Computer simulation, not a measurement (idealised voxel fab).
process module | voxel capacitor over wiring
cross-section cut | 155 nm wide | cells 5 nm
A cross-section is a grid of square cells, given in bands from the top down. A band is one or more rows of cells.
Each band's line starts with the height of the band's top and of its bottom, in nm. Then come its materials from left to right, each with its width in nm. One material with "throughout" fills the band from edge to edge. "air" is empty space.
Height 0 is the level under which the wafer as received is all one material. The lowest band goes on downwards, as in "0 down".
A width such as "30 to 40" changes by the same amount from each row of cells to the next, from the band's top row to its bottom row.
"no change" after a step means that no cell of the cross-section changed.
closed voids: empty space of 8 cells or more with no open way to the top, each as width x height at its distance from the left edge, in nm
after a step's settings: what the simulator itself notes on the step
overlay nm, on a step with a mask: how far to the right of its planned place the mask lay; to the left if negative
plan
1 op RECEIVE | material Si
2 op CONFORMAL_DEP | material SiO2 | thk nm 10
3 op CONFORMAL_DEP | material SiCN | thk nm 5
4 op DIRECTIONAL_DEP | material SiO2 | thk nm 10
5 op DIRECTIONAL_DEP | material aC | thk nm 15
6 op PATTERN | tone open | mask id METAL_1 | material resist | width nm 30 | pitch nm 90 | thk nm 35 | overlay nm 0
7 op DIRECTIONAL_ETCH | etch materials aC | depth nm 15
8 op STRIP | etch materials resist
9 op DIRECTIONAL_ETCH | etch materials SiO2 | depth nm 20
10 op DIRECTIONAL_ETCH | etch materials SiCN | depth nm 5
11 op STRIP | etch materials aC
12 op CONFORMAL_DEP | material TiN | thk nm 5
13 op FILL_DEP | material Ru | thk nm 10
14 op CMP | height nm 35
15 op CONFORMAL_DEP | material SiCN | thk nm 5
16 op DIRECTIONAL_DEP | material SiO2 | thk nm 20
17 op PATTERN | tone open | mask id PLUG_1 | material resist | width nm 15 | thk nm 20 | overlay nm 0
18 op DIRECTIONAL_ETCH | etch materials SiO2 | depth nm 20
19 op DIRECTIONAL_ETCH | etch materials SiCN | depth nm 5
20 op STRIP | etch materials resist
21 op EPI | material Ru | thk nm 10
22 op EPI | material Ru | thk nm 10
23 op EPI | material Ru | thk nm 5
24 op DIRECTIONAL_DEP | material TiN | thk nm 10
25 op DIRECTIONAL_DEP | material Al2O3 | thk nm 5
26 op DIRECTIONAL_DEP | material TiN | thk nm 10
27 op DIRECTIONAL_DEP | material aC | thk nm 15
28 op PATTERN | tone cover | mask id UPPER_PLATE | material resist | width nm 65 | thk nm 30 | overlay nm 0
29 op DIRECTIONAL_ETCH | etch materials aC | depth nm 15
30 op STRIP | etch materials resist
31 op DIRECTIONAL_ETCH | etch materials TiN | depth nm 10
32 op DIRECTIONAL_ETCH | etch materials Al2O3 | depth nm 5
33 op STRIP | etch materials aC
34 op DIRECTIONAL_DEP | material aC | thk nm 10
35 op PATTERN | tone cover | mask id LOWER_PLATE | material resist | width nm 75 | thk nm 30 | overlay nm 0
36 op DIRECTIONAL_ETCH | etch materials aC | depth nm 10
37 op STRIP | etch materials resist
38 op DIRECTIONAL_ETCH | etch materials TiN | depth nm 10
39 op STRIP | etch materials aC
40 op FILL_DEP | material SiO2 | thk nm 15
41 op CMP | height nm 95
42 op DIRECTIONAL_DEP | material aC | thk nm 15
43 op PATTERN | tone open | mask id PLUG_2 | material resist | width nm 15 | thk nm 35 | overlay nm 0
44 op DIRECTIONAL_ETCH | etch materials aC | depth nm 15
45 op STRIP | etch materials resist
46 op DIRECTIONAL_ETCH | etch materials SiO2 | depth nm 10
47 op STRIP | etch materials aC
48 op CONFORMAL_DEP | material TiN | thk nm 5
49 op FILL_DEP | material Ru | thk nm 10
50 op CMP | height nm 95
51 op CONFORMAL_DEP | material SiN | thk nm 5
varied across the wafers: thk nm of step 4. The plan shows the first wafer's value. All wafers start alike
first wafer as received, after step 1
  0 down: Si throughout
  closed voids: none
first wafer at the end, after step 51
  100 to 95: SiN throughout
  95 to 90: SiO2 40 | TiN 5 | Ru 5 | TiN 5 | SiO2 100
  90 to 85: SiO2 40 | TiN 15 | SiO2 100
  85 to 75: SiO2 30 | TiN 65 | SiO2 60
  75 to 70: SiO2 30 | Al2O3 65 | SiO2 60
  70 to 60: SiO2 25 | TiN 75 | SiO2 55
  60 to 40: SiO2 30 | Ru 15 | SiO2 110
  40 to 35: SiCN 30 | Ru 15 | SiCN 110
  35 to 30: Ru throughout
  30 to 25: TiN 20 | Ru 20 | TiN 70 | Ru 20 | TiN 25
  25 to 15: SiO2 15 | TiN 5 | Ru 20 | TiN 5 | SiO2 60 | TiN 5 | Ru 20 | TiN 5 | SiO2 20
  15 to 10: SiCN 15 | TiN 30 | SiCN 60 | TiN 30 | SiCN 20
  10 to 0: SiO2 throughout
  0 down: Si throughout
  closed voids: none
last wafer at the end
  100 to 95: SiN throughout
  95 to 90: SiO2 40 | TiN 5 | Ru 5 | TiN 5 | SiO2 100
  90 to 85: SiO2 40 | TiN 15 | SiO2 100
  85 to 75: SiO2 30 | TiN 65 | SiO2 60
  75 to 70: SiO2 30 | Al2O3 65 | SiO2 60
  70 to 60: SiO2 25 | TiN 75 | SiO2 55
  60 to 40: SiO2 30 | Ru 15 | SiO2 110
  40 to 35: SiCN 30 | Ru 15 | SiCN 110
  35 to 30: SiO2 15 | TiN 30 | SiO2 60 | TiN 30 | SiO2 20
  30 to 15: SiO2 throughout
  15 to 10: SiCN throughout
  10 to 0: SiO2 throughout
  0 down: Si throughout
  closed voids: none
each wafer at the end: cells of each material gained (+) or lost (-) since it was received, then its closed voids
thk nm 10 | +13 Al2O3 | +71 Ru | +47 SiCN | +31 SiN | +354 SiO2 | +104 TiN | closed voids: none
thk nm 15 | +13 Al2O3 | +48 Ru | +47 SiCN | +31 SiN | +373 SiO2 | +108 TiN | closed voids: none
thk nm 20 | +13 Al2O3 | +48 Ru | +47 SiCN | +31 SiN | +392 SiO2 | +89 TiN | closed voids: none
thk nm 25 | +13 Al2O3 | +32 Ru | +59 SiCN | +31 SiN | +404 SiO2 | +81 TiN | closed voids: none
thk nm 30 | +13 Al2O3 | +24 Ru | +59 SiCN | +31 SiN | +416 SiO2 | +77 TiN | closed voids: none
thk nm 35 | +13 Al2O3 | +16 Ru | +59 SiCN | +31 SiN | +428 SiO2 | +73 TiN | closed voids: none
